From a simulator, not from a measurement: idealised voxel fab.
process module | voxel self aligned contacts
cross-section cut | 160 nm wide | cells 5 nm
A cross-section is a grid of square cells, given in bands from the top down. A band is one or more rows of cells.
Each band's line starts with the height of the band's top and of its bottom, in nm. Then come its materials from left to right, each with its width in nm. One material with "throughout" fills the band from edge to edge. "air" is empty space.
Height 0 is the level under which the wafer as received is all one material. The lowest band goes on downwards, as in "0 down".
A width such as "30 to 40" changes by the same amount from each row of cells to the next, from the band's top row to its bottom row.
"no change" after a step means that no cell of the cross-section changed.
closed voids: empty space of 8 cells or more with no open way to the top, each as width x height at its distance from the left edge, in nm
after a step's settings: what the simulator itself notes on the step
overlay nm, on a step with a mask: how far to the right of its planned place the mask lay; to the left if negative
plan
1 op RECEIVE | material Si
2 op OXIDIZE | depth nm 5
3 op DIRECTIONAL_DEP | material polySi | thk nm 30
4 op DIRECTIONAL_DEP | material SiN | thk nm 25
5 op PATTERN | tone cover | mask id GATE | material resist | width nm 35 | pitch nm 70 | thk nm 20 | overlay nm 0
6 op DIRECTIONAL_ETCH | etch materials SiN | depth nm 25
7 op DIRECTIONAL_ETCH | etch materials polySi | depth nm 30
8 op STRIP | etch materials resist
9 op CONFORMAL_DEP | material SiN | thk nm 10
10 op DIRECTIONAL_ETCH | etch materials SiN | depth nm 10
11 op FILL_DEP | material SiO2 | thk nm 15
12 op CMP | height nm 65
13 op DIRECTIONAL_DEP | material aC | thk nm 15
14 op PATTERN | tone open | mask id CONTACT | material resist | width nm 45 | thk nm 35 | overlay nm 0
15 op DIRECTIONAL_ETCH | etch materials aC | depth nm 15
16 op STRIP | etch materials resist
17 op DIRECTIONAL_ETCH | etch materials SiO2 | depth nm 70
18 op STRIP | etch materials aC
19 op CONFORMAL_DEP | material TiN | thk nm 5
20 op FILL_DEP | material W | thk nm 10
21 op CMP | height nm 65
22 op CONFORMAL_DEP | material SiN | thk nm 5
as received, after step 1
  0 down: Si throughout
  closed voids: none
first wafer at the end, as planned
  70 to 65: SiN throughout
  65 to 55: SiO2 55 | TiN 5 to 20 | W 35 to 5 | TiN 5 to 20 | SiO2 60
  55 to 30: SiO2 15 | SiN 55 | TiN 5 | W 5 | TiN 5 | SiN 55 | SiO2 20
  30 to 0: SiO2 15 | SiN 10 | polySi 35 | SiN 10 | TiN 5 | W 5 | TiN 5 | SiN 10 | polySi 35 | SiN 10 | SiO2 20
  0 to -5: SiO2 70 | TiN 15 | SiO2 75
  -5 down: Si throughout
  closed voids: none
second wafer at the end: like start, like plan, one mistake
  70 to 65: SiN throughout
  65 to 55: SiO2 55 | TiN 5 to 20 | W 35 to 5 | TiN 5 to 20 | SiO2 60
  55 to 30: SiO2 15 | SiN 55 | TiN 5 | W 5 | TiN 5 | SiN 55 | SiO2 20
  30 to 5: SiO2 15 | SiN 10 | polySi 35 | SiN 10 | TiN 5 | W 5 | TiN 5 | SiN 10 | polySi 35 | SiN 10 | SiO2 20
  5 to 0: SiO2 15 | SiN 10 | polySi 35 | SiN 10 | TiN 15 | SiN 10 | polySi 35 | SiN 10 | SiO2 20
  0 down: Si throughout
  closed voids: none
what went wrong: step 2 was left out
at the end the second wafer has, in cells: 32 more of Si | 29 fewer of SiO2 | 2 fewer of TiN | 1 fewer of W
